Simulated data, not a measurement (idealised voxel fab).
Proc. module: voxel released beams
Square cells of 5 nm make up the cross-section cut, whose width is 230 nm.
The cross-sections in this document take the form of a grid made of square cells. They are written out as bands, in order from top to bottom. Each band consists of one or more rows of cells.
Heads up on the band format: heights come first, top then bottom, in nm. After that it's the materials left to right, each with its width in nm. A single material flagged "throughout" fills the whole band edge to edge, and "empty" means there's empty space there.
Height reference: 0 = level under which incoming wafer is all one material. Lowest band: no bottom, runs on downward, e.g. "0..down".
A width such as "30 to 40" changes by the same amount from each row of cells to the next, from the band's top row to its bottom row.
"nothing was modified" means the step left every cell of the cross-section as it was.
The label "Internal closed voids" introduces a list of the empty spaces, 8 cells or larger, that have no open way up to the top; each entry in it reads width x height at distance, where the distance is taken from the left edge and all three are stated in nm.
Post-settings text on a step line: simulator's own remark regarding the step.
On any step carrying a mask, the "overlay nm" setting, if present on the step's line, tells how far right of its planned place the mask lay; negative values point to the left.

plan
1,op RECEIVE | material Si
2,op CONFORMAL_DEP | material SiN | thk nm 5
3,op DIRECTIONAL_DEP | material SiO2 | thk nm 10
4,op DIRECTIONAL_DEP | material aC | thk nm 10
5,op PATTERN | tone open | mask id ANCHOR | material resist | width nm 45 | thk nm 30 | overlay nm 0
6,op DIRECTIONAL_ETCH | etch materials aC | depth nm 10
7,op STRIP | etch materials resist
8,op DIRECTIONAL_ETCH | etch materials SiO2 | depth nm 10
9,op STRIP | etch materials aC
10,op CONFORMAL_DEP | material TiN | thk nm 15
11,op PATTERN | tone cover | mask id BEAM | material resist | width nm 120 | thk nm 15 | overlay nm 0
12,op DIRECTIONAL_ETCH | etch materials TiN | depth nm 15
13,op STRIP | etch materials resist
14,op STRIP | etch materials SiO2

Cross-section of the incoming wafer, state after step 1
- 0..down  Si throughout
- Internal closed voids: none

Sectioned view, first of two wafers, at the close of the module, processed as intended in the plan
- 30..20  empty=50, then TiN=20, then empty=15, then TiN=85, then empty=60
- 20..15  empty=50, then TiN=120, then empty=60
- 15..5  empty=55, then TiN=45, then empty=130
- 5..0  SiN throughout
- 0..down  Si throughout
- Internal closed voids: none

Second of two wafers, module complete, sectioned: it shares the first wafer's start and plan but was run with one mistake
- 30..20  empty=50, then TiN=25, then empty=10, then TiN=85, then empty=60
- 20..15  empty=50, then TiN=120, then empty=60
- 15..5  empty=60, then TiN=40, then empty=130
- 5..0  SiN throughout
- 0..down  Si throughout
- Internal closed voids: none
Want to know what went wrong? step 5 deviated from plan and actually ran as op PATTERN | tone open | mask id ANCHOR | material resist | width nm 40 | thk nm 30 | overlay nm 0
End check, second vs first wafer: material counts in cells match, positions do not.
